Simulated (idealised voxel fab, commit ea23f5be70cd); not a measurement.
The process module presented herein is designated voxel capacitor over wiring.
Section cut is 160 nm wide and gridded with 5 nm square cells.
For the purposes of this document, a cross-section shall be understood as a grid of square cells, specified as bands listed in top-to-bottom order, each band consisting of one or more rows of cells.
Basically the band line says how high the top is and how high the bottom is, in nm, and then what's in it from left to right, every material with its width in nm. Empty space shows up as "empty", and if a single material carries "edge to edge" it runs the full band edge to edge.
Height reference: 0 = level under which incoming wafer is all one material. Lowest band: no bottom, runs on downward, e.g. "0 and below".
When a width is written as two numbers, as in "30 to 40", the first number is the width in the top row of cells of the band and the second is the width in its bottom row, and the width changes by the same amount from each row to the next.
Any step labelled "no modification" changed none of the cells in the cross-section.
"Enclosed cavity list" enumerates empty spaces isolated from the top, with no open way to it, that contain at least 8 cells, giving each as width x height at distance from the left edge, all three in nm.
Heads up: the bit after the settings on a step's line is the simulator's remark on that step.
You can add "overlay nm" to a step's line. For a step with a mask, it describes how far the mask lay to the right of its planned position, and a negative number describes a lay to the left.
-- Intended process steps
| 1 | RECEIVE [material Si] |
| 2 | CONFORMAL_DEP [material SiO2] [thk nm 10] |
| 3 | CONFORMAL_DEP [material SiCN] [thk nm 5] |
| 4 | DIRECTIONAL_DEP [material SiO2] [thk nm 25] |
| 5 | MASKED_ETCH [tone open] [mask id METAL_1] [width nm 20] [pitch nm 75] [etch materials SiO2] [depth nm 25] [overlay nm 0] |
| 6 | MASKED_ETCH [tone open] [mask id METAL_1] [width nm 20] [pitch nm 75] [etch materials SiCN] [depth nm 5] [overlay nm 0] |
| 7 | CONFORMAL_DEP [material TiN] [thk nm 5] |
| 8 | FILL_DEP [material Cu] [thk nm 5] |
| 9 | CMP [height nm 40] |
| 10 | CONFORMAL_DEP [material SiCN] [thk nm 5] |
| 11 | DIRECTIONAL_DEP [material lowk] [thk nm 20] |
| 12 | DIRECTIONAL_DEP [material aC] [thk nm 15] |
| 13 | PATTERN [tone open] [mask id PLUG_1] [material resist] [width nm 15] [thk nm 35] [overlay nm 0] |
| 14 | DIRECTIONAL_ETCH [etch materials aC] [depth nm 15] |
| 15 | STRIP [etch materials resist] |
| 16 | DIRECTIONAL_ETCH [etch materials lowk] [depth nm 20] |
| 17 | DIRECTIONAL_ETCH [etch materials SiCN] [depth nm 5] |
| 18 | STRIP [etch materials aC] |
| 19 | EPI [material Ru] [thk nm 10] |
| 20 | EPI [material Ru] [thk nm 10] |
| 21 | EPI [material Ru] [thk nm 5] |
| 22 | DIRECTIONAL_DEP [material TiN] [thk nm 10] |
| 23 | DIRECTIONAL_DEP [material Al2O3] [thk nm 5] |
| 24 | DIRECTIONAL_DEP [material TiN] [thk nm 5] |
| 25 | PATTERN [tone cover] [mask id UPPER_PLATE] [material resist] [width nm 60] [thk nm 15] [overlay nm 0] |
| 26 | DIRECTIONAL_ETCH [etch materials TiN] [depth nm 5] |
| 27 | DIRECTIONAL_ETCH [etch materials Al2O3] [depth nm 5] |
| 28 | STRIP [etch materials resist] |
| 29 | PATTERN [tone cover] [mask id LOWER_PLATE] [material resist] [width nm 70] [thk nm 15] [overlay nm 0] |
| 30 | DIRECTIONAL_ETCH [etch materials TiN] [depth nm 10] |
| 31 | STRIP [etch materials resist] |
| 32 | FILL_DEP [material SiO2] [thk nm 20] |
| 33 | CMP [height nm 100] |
| 34 | DIRECTIONAL_DEP [material aC] [thk nm 15] |
| 35 | PATTERN [tone open] [mask id PLUG_2] [material resist] [width nm 15] [thk nm 30] [overlay nm 0] |
| 36 | DIRECTIONAL_ETCH [etch materials aC] [depth nm 15] |
| 37 | STRIP [etch materials resist] |
| 38 | DIRECTIONAL_ETCH [etch materials SiO2] [depth nm 15] |
| 39 | STRIP [etch materials aC] |
| 40 | CONFORMAL_DEP [material TiN] [thk nm 5] |
| 41 | FILL_DEP [material Cu] [thk nm 5] |
| 42 | CMP [height nm 100] |
| 43 | CONFORMAL_DEP [material SiCN] [thk nm 5] |
The plan shows the width nm of step 35 as the first wafer had it; this setting differs between the wafers, which start out alike.
-- Cross-section of the first of several wafers as received (after step 1)
	0 and below  Si edge to edge
	Enclosed cavity list: none
-- First of several wafers: cross-section at the end of the module, after step 43, its last step
	105 down to 100  SiCN edge to edge
	100 down to 90  SiO2 45 | TiN 5 | Cu 5 | TiN 5 | SiO2 100
	90 down to 80  SiO2 45 to 35 | TiN 15 to 60 | SiO2 100 to 65
	80 down to 75  SiO2 35 | Al2O3 60 | SiO2 65
	75 down to 65  SiO2 30 | TiN 70 | SiO2 60
	65 down to 45  lowk 35 | Ru 15 | lowk 110
	45 down to 40  SiCN 35 | Ru 15 | SiCN 110
	40 down to 15  SiO2 30 | TiN 5 | Cu 10 | TiN 5 | SiO2 55 | TiN 5 | Cu 10 | TiN 5 | SiO2 35
	15 down to 10  SiCN 30 | TiN 20 | SiCN 55 | TiN 20 | SiCN 35
	10 down to 0  SiO2 edge to edge
	0 and below  Si edge to edge
	Enclosed cavity list: none
-- Cross-section, last wafer, module completion
	105 down to 100  SiCN edge to edge
	100 down to 90  SiO2 40 | TiN 5 | Cu 20 | TiN 5 | SiO2 90
	90 down to 80  SiO2 40 to 35 | TiN 30 to 60 | SiO2 90 to 65
	80 down to 75  SiO2 35 | Al2O3 60 | SiO2 65
	75 down to 65  SiO2 30 | TiN 70 | SiO2 60
	65 down to 45  lowk 35 | Ru 15 | lowk 110
	45 down to 40  SiCN 35 | Ru 15 | SiCN 110
	40 down to 15  SiO2 30 | TiN 5 | Cu 10 | TiN 5 | SiO2 55 | TiN 5 | Cu 10 | TiN 5 | SiO2 35
	15 down to 10  SiCN 30 | TiN 20 | SiCN 55 | TiN 20 | SiCN 35
	10 down to 0  SiO2 edge to edge
	0 and below  Si edge to edge
	Enclosed cavity list: none
-- So in this table every wafer gets its own row, and what you see is where it stands at the end of the module: for each material, how many cells it picked up (+) or gave up (-) since we received it, and after that its closed voids
width nm 15 | +12 Al2O3 | +22 Cu | +15 Ru | +85 SiCN | +347 SiO2 | +75 TiN | +116 lowk | Enclosed cavity list: none
width nm 20 | +12 Al2O3 | +24 Cu | +15 Ru | +85 SiCN | +344 SiO2 | +76 TiN | +116 lowk | Enclosed cavity list: none
width nm 25 | +12 Al2O3 | +26 Cu | +15 Ru | +85 SiCN | +341 SiO2 | +77 TiN | +116 lowk | Enclosed cavity list: none
width nm 30 | +12 Al2O3 | +28 Cu | +15 Ru | +85 SiCN | +338 SiO2 | +78 TiN | +116 lowk | Enclosed cavity list: none
